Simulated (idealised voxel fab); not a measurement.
process module | voxel self aligned contacts
cross-section cut | 285 nm wide | cells 5 nm
A cross-section is a grid of square cells, given in bands from the top down. A band is one or more rows of cells.
Each band's line starts with the height of the band's top and of its bottom, in nm. Then come its materials from left to right, each with its width in nm. One material with "throughout" fills the band from edge to edge. "air" is empty space.
Height 0 is the level under which the wafer as received is all one material. The lowest band goes on downwards, as in "0 down".
A width such as "30 to 40" changes by the same amount from each row of cells to the next, from the band's top row to its bottom row.
"no change" after a step means that no cell of the cross-section changed.
closed voids: empty space of 8 cells or more with no open way to the top, each as width x height at its distance from the left edge, in nm
after a step's settings: what the simulator itself notes on the step
overlay nm, on a step with a mask: how far to the right of its planned place the mask lay; to the left if negative
plan
1 op RECEIVE | material Si
2 op OXIDIZE | depth nm 5
3 op DIRECTIONAL_DEP | material polySi | thk nm 20
4 op DIRECTIONAL_DEP | material SiN | thk nm 20
5 op MASKED_ETCH | tone cover | mask id GATE | width nm 35 | pitch nm 80 | etch materials SiN | depth nm 20 | overlay nm 0
6 op MASKED_ETCH | tone cover | mask id GATE | width nm 35 | pitch nm 80 | etch materials polySi | depth nm 20 | overlay nm 0
7 op CONFORMAL_DEP | material SiN | thk nm 10
8 op DIRECTIONAL_ETCH | etch materials SiN | depth nm 10
9 op FILL_DEP | material SiO2 | thk nm 15
10 op CMP | height nm 45
11 op PATTERN | tone open | mask id CONTACT | material resist | width nm 65 | thk nm 20 | overlay nm 0
12 op DIRECTIONAL_ETCH | etch materials SiO2 | depth nm 50
13 op STRIP | etch materials resist
14 op CONFORMAL_DEP | material TiN | thk nm 5
15 op FILL_DEP | material Ru | thk nm 10
16 op CMP | height nm 45
17 op CONFORMAL_DEP | material SiCN | thk nm 5
as received, after step 1
  0 down: Si throughout
  closed voids: none
first wafer at the end, as planned
  50 to 45: SiCN throughout
  45 to 40: SiO2 110 | TiN 25 | Ru 15 | TiN 25 | SiO2 110
  40 to 20: SiO2 75 | SiN 55 | TiN 5 | Ru 15 | TiN 5 | SiN 55 | SiO2 75
  20 to 0: SiO2 75 | SiN 10 | polySi 35 | SiN 10 | TiN 5 | Ru 15 | TiN 5 | SiN 10 | polySi 35 | SiN 10 | SiO2 75
  0 to -5: SiO2 130 | TiN 25 | SiO2 130
  -5 down: Si throughout
  closed voids: none
second wafer at the end: like start, like plan, one mistake
  50 to 45: SiCN throughout
  45 to 40: SiO2 110 | TiN 25 | Ru 15 | TiN 25 | SiO2 110
  40 to 20: SiO2 75 | SiN 55 | TiN 5 | Ru 15 | TiN 5 | SiN 55 | SiO2 75
  20 to 5: SiO2 75 | SiN 10 | polySi 35 | SiN 10 | TiN 5 | Ru 15 | TiN 5 | SiN 10 | polySi 35 | SiN 10 | SiO2 75
  5 to 0: SiO2 75 | SiN 10 | polySi 35 | SiN 10 | TiN 25 | SiN 10 | polySi 35 | SiN 10 | SiO2 75
  0 down: Si throughout
  closed voids: none
what went wrong: step 2 was left out
at the end the second wafer has, in cells: 3 fewer of Ru | 57 more of Si | 52 fewer of SiO2 | 2 fewer of TiN
